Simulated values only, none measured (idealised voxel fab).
process module | voxel transistor to metal
Pictured: cross-section cut, 150 nm wide, on a grid of 5 nm square cells.
Think of the cross-section as a grid of square cells. We describe it in bands, top to bottom, and each band covers one or more rows of those cells. Heads up on the band format: heights come first, top then bottom, in nm. After that it's the materials left to right, each with its width in nm. A single material flagged "throughout" fills the whole band edge to edge, and "air" means there's empty space there. For the purposes of this specification, 0 denotes the height below which the wafer in its as-received condition is composed wholly of one material, and the lowermost band, lacking a lower limit, extends downward without end, as expressed in "0 -> down". Width: "30->40" (first number = top row, second number = bottom row, same change from row to row of cells). The cross-section has no changed cell in any step marked "remained unchanged". Empty spaces without an open route to the top, at least 8 cells in extent, make up the entry "Entrapped voids"; each is given as width x height at distance, where the distance is measured from the left edge, and all are in nm. The remark found on a step's line after its settings is issued by the simulator itself and pertains to that step. overlay nm: step with mask; distance mask lay right of planned place; negative value = left of planned place.
**The planned process steps are enumerated hereunder**
1,RECEIVE [material Si]
2,OXIDIZE [depth nm 5]
3,CONFORMAL_DEP [material SiN] [thk nm 10]
4,PATTERN [tone cover] [mask id ACTIVE] [material resist] [width nm 120] [thk nm 15] [overlay nm 0]
5,DIRECTIONAL_ETCH [etch materials SiN] [depth nm 10]
6,DIRECTIONAL_ETCH [etch materials SiO2] [depth nm 5]
7,DIRECTIONAL_ETCH [etch materials Si] [depth nm 35]
8,STRIP [etch materials resist]
9,FILL_DEP [material SiO2] [thk nm 10]
10,CMP [height nm 10]
11,SELECTIVE_ETCH [etch materials SiO2] [depth nm 10]
12,STRIP [etch materials SiN]
13,SELECTIVE_ETCH [etch materials SiO2] [depth nm 5]
14,OXIDIZE [depth nm 5]
15,DIRECTIONAL_DEP [material polySi] [thk nm 20]
16,DIRECTIONAL_DEP [material SiCN] [thk nm 15]
17,MASKED_ETCH [tone cover] [mask id GATE] [width nm 30] [etch materials SiCN] [depth nm 25] [overlay nm 0]
18,MASKED_ETCH [tone cover] [mask id GATE] [width nm 30] [etch materials polySi] [depth nm 30] [overlay nm 0]
19,CONFORMAL_DEP [material SiO2] [thk nm 5]
20,DIRECTIONAL_ETCH [etch materials SiO2] [depth nm 5]
21,CONFORMAL_DEP [material SiN] [thk nm 10]
22,DIRECTIONAL_ETCH [etch materials SiN] [depth nm 10]
23,DIRECTIONAL_ETCH [etch materials SiO2] [depth nm 5]
24,DIRECTIONAL_ETCH [etch materials Si] [depth nm 5]
25,EPI [material nSi] [thk nm 5]
26,FILL_DEP [material SiO2] [thk nm 5]
27,CMP [height nm 15]
28,STRIP [etch materials polySi]
29,SELECTIVE_ETCH [etch materials SiO2] [depth nm 5]
30,CONFORMAL_DEP [material HfO2] [thk nm 5]
31,CONFORMAL_DEP [material TiN] [thk nm 5]
32,FILL_DEP [material W] [thk nm 5]
33,CMP [height nm 10]
34,DIRECTIONAL_DEP [material SiO2] [thk nm 15]
35,PATTERN [tone open] [mask id CONTACT] [material resist] [width nm 20] [pitch nm 90] [thk nm 15] [overlay nm 0]
36,DIRECTIONAL_ETCH [etch materials SiO2] [depth nm 35]
37,STRIP [etch materials resist]
38,CONFORMAL_DEP [material TiN] [thk nm 5]
39,FILL_DEP [material W] [thk nm 10]
40,CMP [height nm 25]
41,CONFORMAL_DEP [material SiCN] [thk nm 5]
42,DIRECTIONAL_DEP [material lowk] [thk nm 25]
43,MASKED_ETCH [tone open] [mask id METAL_1] [width nm 20] [pitch nm 90] [etch materials lowk] [depth nm 25] [overlay nm 0]
44,MASKED_ETCH [tone open] [mask id METAL_1] [width nm 20] [pitch nm 90] [etch materials SiCN] [depth nm 5] [overlay nm 0]
45,CONFORMAL_DEP [material TiN] [thk nm 5]
46,FILL_DEP [material Cu] [thk nm 10]
47,CMP [height nm 55]
48,CONFORMAL_DEP [material SiCN] [thk nm 5]
49,DIRECTIONAL_DEP [material lowk] [thk nm 25]
50,DIRECTIONAL_DEP [material aC] [thk nm 10]
51,PATTERN [tone open] [mask id METAL_2] [material resist] [width nm 20] [pitch nm 90] [thk nm 30] [overlay nm 0]
52,DIRECTIONAL_ETCH [etch materials aC] [depth nm 10]
53,STRIP [etch materials resist]
54,DIRECTIONAL_ETCH [etch materials lowk] [depth nm 15]
55,STRIP [etch materials aC]
56,DIRECTIONAL_DEP [material aC] [thk nm 15]
57,PATTERN [tone open] [mask id METAL_2_HOLES] [material resist] [width nm 15] [pitch nm 90] [thk nm 30] [overlay nm 0]
58,DIRECTIONAL_ETCH [etch materials aC] [depth nm 15]
59,STRIP [etch materials resist]
60,DIRECTIONAL_ETCH [etch materials lowk] [depth nm 10]
61,DIRECTIONAL_ETCH [etch materials SiCN] [depth nm 5]
62,STRIP [etch materials aC]
63,CONFORMAL_DEP [material TiN] [thk nm 5]
64,FILL_DEP [material Ru] [thk nm 10]
65,CMP [height nm 85]
66,CONFORMAL_DEP [material SiN] [thk nm 5]
**Delivered wafer in cross-section: state after step 1**
  0 -> down = Si throughout
  Entrapped voids: none
**Sectioned view, first of two wafers, at the close of the module, processed as intended in the plan**
  90 -> 85 = SiN throughout
  85 -> 75 = 20 of lowk; 5 of TiN; 10 of Ru; 5 of TiN; 70 of lowk; 5 of TiN; 10 of Ru; 5 of TiN; 20 of lowk
  75 -> 70 = 20 of lowk; 5 of TiN; 5 of Ru; 10 of TiN; 70 of lowk; 5 of TiN; 5 of Ru; 10 of TiN; 20 of lowk
  70 -> 60 = 20 of lowk; 5 of TiN; 5 of Ru; 5 of TiN; 75 of lowk; 5 of TiN; 5 of Ru; 5 of TiN; 25 of lowk
  60 -> 55 = 20 of SiCN; 15 of TiN; 75 of SiCN; 15 of TiN; 25 of SiCN
  55 -> 30 = 20 of lowk; 5 of TiN; 10 of Cu; 5 of TiN; 70 of lowk; 5 of TiN; 10 of Cu; 5 of TiN; 20 of lowk
  30 -> 25 = 20 of SiCN; 20 of TiN; 70 of SiCN; 20 of TiN; 20 of SiCN
  25 -> 10 = 20 of SiO2; 5 of TiN; 10 of W; 5 of TiN; 70 of SiO2; 5 of TiN; 10 of W; 5 of TiN; 20 of SiO2
  10 -> 0 = 20 of SiO2; 5 of TiN; 10 of W; 5 of TiN; 5 of SiO2; 10 of SiN; 5 of HfO2; 5 of TiN; 20 of W; 5 of TiN; 5 of HfO2; 10 of SiN; 5 of SiO2; 5 of TiN; 10 of W; 5 of TiN; 20 of SiO2
  0 -> -5 = 20 of SiO2; 5 of TiN; 10 of W; 5 of TiN; 5 of SiO2; 10 of SiN; 5 of HfO2; 30 of TiN; 5 of HfO2; 10 of SiN; 5 of SiO2; 5 of TiN; 10 of W; 5 of TiN; 20 of SiO2
  -5 -> -10 = 20 of SiO2; 20 of TiN; 5 of nSi; 10 of SiO2; 40 of HfO2; 10 of SiO2; 5 of nSi; 20 of TiN; 20 of SiO2
  -10 -> -15 = 15 of SiO2; 30 of nSi; 60 of Si; 30 of nSi; 15 of SiO2
  -15 -> -40 = 15 of SiO2; 120 of Si; 15 of SiO2
  -40 -> down = Si throughout
  Entrapped voids: none
**This is the second of the two wafers, cross-sectioned at the end of the module; it started exactly like the first and was given the same plan, but it was run with one mistake**
  90 -> 85 = SiN throughout
  85 -> 75 = 15 of lowk; 5->10 of TiN; 15->10 of Ru; 5 of TiN; 65 of lowk; 5->10 of TiN; 15->10 of Ru; 5 of TiN; 20 of lowk
  75 -> 70 = 20 of lowk; 20 of TiN; 70 of lowk; 20 of TiN; 20 of lowk
  70 -> 60 = 20 of lowk; 10 of TiN; 80 of lowk; 10 of TiN; 30 of lowk
  60 -> 55 = 20 of SiCN; 10 of TiN; 80 of SiCN; 10 of TiN; 30 of SiCN
  55 -> 30 = 20 of lowk; 5 of TiN; 10 of Cu; 5 of TiN; 70 of lowk; 5 of TiN; 10 of Cu; 5 of TiN; 20 of lowk
  30 -> 25 = 20 of SiCN; 20 of TiN; 70 of SiCN; 20 of TiN; 20 of SiCN
  25 -> 10 = 20 of SiO2; 5 of TiN; 10 of W; 5 of TiN; 70 of SiO2; 5 of TiN; 10 of W; 5 of TiN; 20 of SiO2
  10 -> 0 = 20 of SiO2; 5 of TiN; 10 of W; 5 of TiN; 5 of SiO2; 10 of SiN; 5 of HfO2; 5 of TiN; 20 of W; 5 of TiN; 5 of HfO2; 10 of SiN; 5 of SiO2; 5 of TiN; 10 of W; 5 of TiN; 20 of SiO2
  0 -> -5 = 20 of SiO2; 5 of TiN; 10 of W; 5 of TiN; 5 of SiO2; 10 of SiN; 5 of HfO2; 30 of TiN; 5 of HfO2; 10 of SiN; 5 of SiO2; 5 of TiN; 10 of W; 5 of TiN; 20 of SiO2
  -5 -> -10 = 20 of SiO2; 20 of TiN; 5 of nSi; 10 of SiO2; 40 of HfO2; 10 of SiO2; 5 of nSi; 20 of TiN; 20 of SiO2
  -10 -> -15 = 15 of SiO2; 30 of nSi; 60 of Si; 30 of nSi; 15 of SiO2
  -15 -> -40 = 15 of SiO2; 120 of Si; 15 of SiO2
  -40 -> down = Si throughout
  Entrapped voids: none
Against the plan, the run slipped here: contrary to plan, step 57 was performed as PATTERN [tone open] [mask id METAL_2_HOLES] [material resist] [width nm 15] [pitch nm 90] [thk nm 30] [overlay nm -5]
End of process, cell counts, second wafer against first, materials with more or fewer: -4 Ru | +2 SiCN | +2 TiN
